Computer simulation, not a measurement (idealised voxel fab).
Proc. module: voxel self aligned vias
Cross-section cut: width 170 nm, square cells of 5 nm.
In this document a cross-section is written as a grid of square cells. It is given as a series of bands, listed from the top down, and a band is one or more rows of cells. The band entry comprises the height of the band's top followed by the height of its bottom, expressed in nm, and subsequently the band's materials from left to right, each stated together with its width in nm. Where a single material is marked with the word "full width", that material fills the band from edge to edge. The word "blank" represents empty space. Basically, 0 is our baseline, since under it the wafer straight out of the box is all one material. The bottom band has no lower end and keeps on going down, so it looks like "0 -> down". Quick explanation for "30->40": the width changes in equal steps down the rows of cells, from the first number in the band's top row to the second number in its bottom row. Step marked "left unchanged"? Then no cell in the cross-section changed in it. "Closed void roster" lists enclosed empty spaces (at least 8 cells, no open path upward to the top), each as width x height at distance from the left edge, in nm. That trailing text on a step's line, after the settings, is the simulator's own remark on the step. overlay nm: how far to the right of its planned place the mask lay on this masked step (negative: to the left).

-- So here's the lineup of process steps we planned
step 1: RECEIVE,material Si
step 2: CONFORMAL_DEP,material SiO2,thk nm 15
step 3: CONFORMAL_DEP,material SiCN,thk nm 5
step 4: DIRECTIONAL_DEP,material lowk,thk nm 30
step 5: PATTERN,tone open,mask id LINES,material resist,width nm 25,pitch nm 50,thk nm 20,overlay nm 0
step 6: DIRECTIONAL_ETCH,etch materials lowk,depth nm 30
step 7: STRIP,etch materials resist
step 8: CONFORMAL_DEP,material TiN,thk nm 5
step 9: FILL_DEP,material W,thk nm 5
step 10: CMP,height nm 50
step 11: SELECTIVE_ETCH,etch materials W Ru TiN,depth nm 5
step 12: FILL_DEP,material SiN,thk nm 5
step 13: CMP,height nm 50
step 14: DIRECTIONAL_DEP,material lowk,thk nm 15
step 15: MASKED_ETCH,tone open,mask id VIAS,width nm 35,pitch nm 100,etch materials lowk,depth nm 15,overlay nm 0
step 16: MASKED_ETCH,tone open,mask id VIAS,width nm 35,pitch nm 100,etch materials SiN,depth nm 5,overlay nm 0
step 17: CONFORMAL_DEP,material TiN,thk nm 5
step 18: FILL_DEP,material W,thk nm 10
step 19: CMP,height nm 65
step 20: CONFORMAL_DEP,material SiN,thk nm 5

-- As-received wafer cross-section (after step 1)
- 0 -> down: Si full width
- Closed void roster: none

-- Looking at the first of two wafers in cross-section at end of module - ran to plan
- 70 -> 65: SiN full width
- 65 -> 55: 15 nm lowk; 5 nm TiN; 25 nm W; 5 nm TiN; 65 nm lowk; 5 nm TiN; 25 nm W; 5 nm TiN; 20 nm lowk
- 55 -> 50: 15 nm lowk; 10 nm TiN; 15 nm W; 10 nm TiN; 65 nm lowk; 10 nm TiN; 15 nm W; 10 nm TiN; 20 nm lowk
- 50 -> 45: 20 nm lowk; 25 nm TiN; 25 nm lowk; 25 nm SiN; 25 nm lowk; 25 nm TiN; 25 nm lowk
- 45 -> 25: 20 nm lowk; 5 nm TiN; 15 nm W; 5 nm TiN; 25 nm lowk; 5 nm TiN; 15 nm W; 5 nm TiN; 25 nm lowk; 5 nm TiN; 15 nm W; 5 nm TiN; 25 nm lowk
- 25 -> 20: 20 nm lowk; 25 nm TiN; 25 nm lowk; 25 nm TiN; 25 nm lowk; 25 nm TiN; 25 nm lowk
- 20 -> 15: SiCN full width
- 15 -> 0: SiO2 full width
- 0 -> down: Si full width
- Closed void roster: none

-- Cross-section of the latter of the two wafers at module completion. It had an identical start and an identical plan to the former; in running it, one mistake was made
- 70 -> 65: SiN full width
- 65 -> 50: 15 nm lowk; 5 nm TiN; 25 nm W; 5 nm TiN; 65 nm lowk; 5 nm TiN; 25 nm W; 5 nm TiN; 20 nm lowk
- 50 -> 45: 15 nm SiN; 35 nm TiN; 65 nm SiN; 35 nm TiN; 20 nm SiN
- 45 -> 40: 25 nm TiN; 15 nm W; 35 nm TiN; 15 nm W; 35 nm TiN; 15 nm W; 30 nm TiN
- 40 -> 25: 20 nm lowk; 5 nm TiN; 15 nm W; 5 nm TiN; 25 nm lowk; 5 nm TiN; 15 nm W; 5 nm TiN; 25 nm lowk; 5 nm TiN; 15 nm W; 5 nm TiN; 25 nm lowk
- 25 -> 20: 20 nm lowk; 25 nm TiN; 25 nm lowk; 25 nm TiN; 25 nm lowk; 25 nm TiN; 25 nm lowk
- 20 -> 15: SiCN full width
- 15 -> 0: SiO2 full width
- 0 -> down: Si full width
- Closed void roster: none
Diagnosis: off-plan run, step 4, actual operation and settings DIRECTIONAL_DEP,material lowk,thk nm 20
Cell-count delta at end, second wafer over first, by material: SiN +15 | TiN +19 | W +4 | lowk -38
